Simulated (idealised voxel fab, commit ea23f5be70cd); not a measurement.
Process module name: voxel gate over fins
Each square cell in cross-section cut measures 5 nm, and the section as a whole is 180 nm wide.
In what follows, cross-sections appear as grids of square cells, described through bands that run from the top down, where every band is one or more rows of cells. Band: top and bottom heights (nm) first, top before bottom; then materials from left to right, widths in nm. "full width" marks a sole material filling the band edge to edge. "air" denotes empty space. Ref level 0: as-received wafer is one material below here. Bottom band extends down with no lower bound ("0 nm and below"). The width entry "30 to 40" should be interpreted row by row: the top row of cells in the band takes the first number, the bottom row takes the second number, and the change between adjacent rows is uniform throughout. No cell of the cross-section changed in a step that is given as "stayed the same". Empty spaces counting at least 8 cells and having no open way to the top are listed in "Closed void listing". The notation width x height at distance is used for each, the distance being from the left edge and all three values in nm. On a step's line, text after the settings is the simulator commenting on that step. A step's line can hold "overlay nm"; with a mask on that step, the setting says how far right of the planned place the mask lay, while a negative setting says it lay to the left.

-- The process steps that were planned are listed below
| 1 | RECEIVE: material Si |
| 2 | CONFORMAL_DEP: material SiN, thk nm 10 |
| 3 | PATTERN: tone cover, mask id FINS, material resist, width nm 15, pitch nm 35, thk nm 20, overlay nm 0 |
| 4 | DIRECTIONAL_ETCH: etch materials SiN, depth nm 10 |
| 5 | DIRECTIONAL_ETCH: etch materials Si, depth nm 35 |
| 6 | STRIP: etch materials resist |
| 7 | OXIDIZE: depth nm 5 |
| 8 | FILL_DEP: material SiO2, thk nm 5 |
| 9 | CMP: height nm 10 |
| 10 | SELECTIVE_ETCH: etch materials SiO2, depth nm 25 |
| 11 | STRIP: etch materials SiN |
| 12 | CONFORMAL_DEP: material HfO2, thk nm 5 |
| 13 | CONFORMAL_DEP: material TiN, thk nm 5 |
| 14 | FILL_DEP: material W, thk nm 10 |
| 15 | CMP: height nm 15 |
| 16 | CONFORMAL_DEP: material SiN, thk nm 5 |

-- Cross-section of the wafer as it came to us, i.e., already through step 1
- 0 nm and below = Si full width
- Closed void listing: none

-- Module complete, cross-section. Starting point and plan per above. One mistake made in running the module
- 20 nm to 15 nm = SiN full width
- 15 nm to 10 nm = W full width
- 10 nm to 5 nm = W 25 nm, then SiN 25 nm, then W 10 nm, then SiN 25 nm, then W 10 nm, then SiN 25 nm, then W 10 nm, then SiN 25 nm, then W 25 nm
- 5 nm to 0 nm = W 25 nm, then SiN 5 nm, then HfO2 15 nm, then SiN 5 nm, then W 10 nm, then SiN 5 nm, then HfO2 15 nm, then SiN 5 nm, then W 10 nm, then SiN 5 nm, then HfO2 15 nm, then SiN 5 nm, then W 10 nm, then SiN 5 nm, then HfO2 15 nm, then SiN 5 nm, then W 25 nm
- 0 nm to -5 nm = W 25 nm, then SiN 5 nm, then HfO2 5 nm, then Si 5 nm, then HfO2 5 nm, then SiN 5 nm, then W 10 nm, then SiN 5 nm, then HfO2 5 nm, then Si 5 nm, then HfO2 5 nm, then SiN 5 nm, then W 10 nm, then SiN 5 nm, then HfO2 5 nm, then Si 5 nm, then HfO2 5 nm, then SiN 5 nm, then W 10 nm, then SiN 5 nm, then HfO2 5 nm, then Si 5 nm, then HfO2 5 nm, then SiN 5 nm, then W 25 nm
- -5 nm to -10 nm = SiN 30 nm, then HfO2 5 nm, then Si 5 nm, then HfO2 5 nm, then SiN 20 nm, then HfO2 5 nm, then Si 5 nm, then HfO2 5 nm, then SiN 20 nm, then HfO2 5 nm, then Si 5 nm, then HfO2 5 nm, then SiN 20 nm, then HfO2 5 nm, then Si 5 nm, then HfO2 5 nm, then SiN 30 nm
- -10 nm to -15 nm = HfO2 35 nm, then Si 5 nm, then HfO2 30 nm, then Si 5 nm, then HfO2 30 nm, then Si 5 nm, then HfO2 30 nm, then Si 5 nm, then HfO2 35 nm
- -15 nm to -40 nm = SiO2 35 nm, then Si 5 nm, then SiO2 30 nm, then Si 5 nm, then SiO2 30 nm, then Si 5 nm, then SiO2 30 nm, then Si 5 nm, then SiO2 35 nm
- -40 nm and below = Si full width
- Closed void listing: none
Here's what went sideways: step 13 ran differently from the plan; actual operation with settings: CONFORMAL_DEP: material SiN, thk nm 5
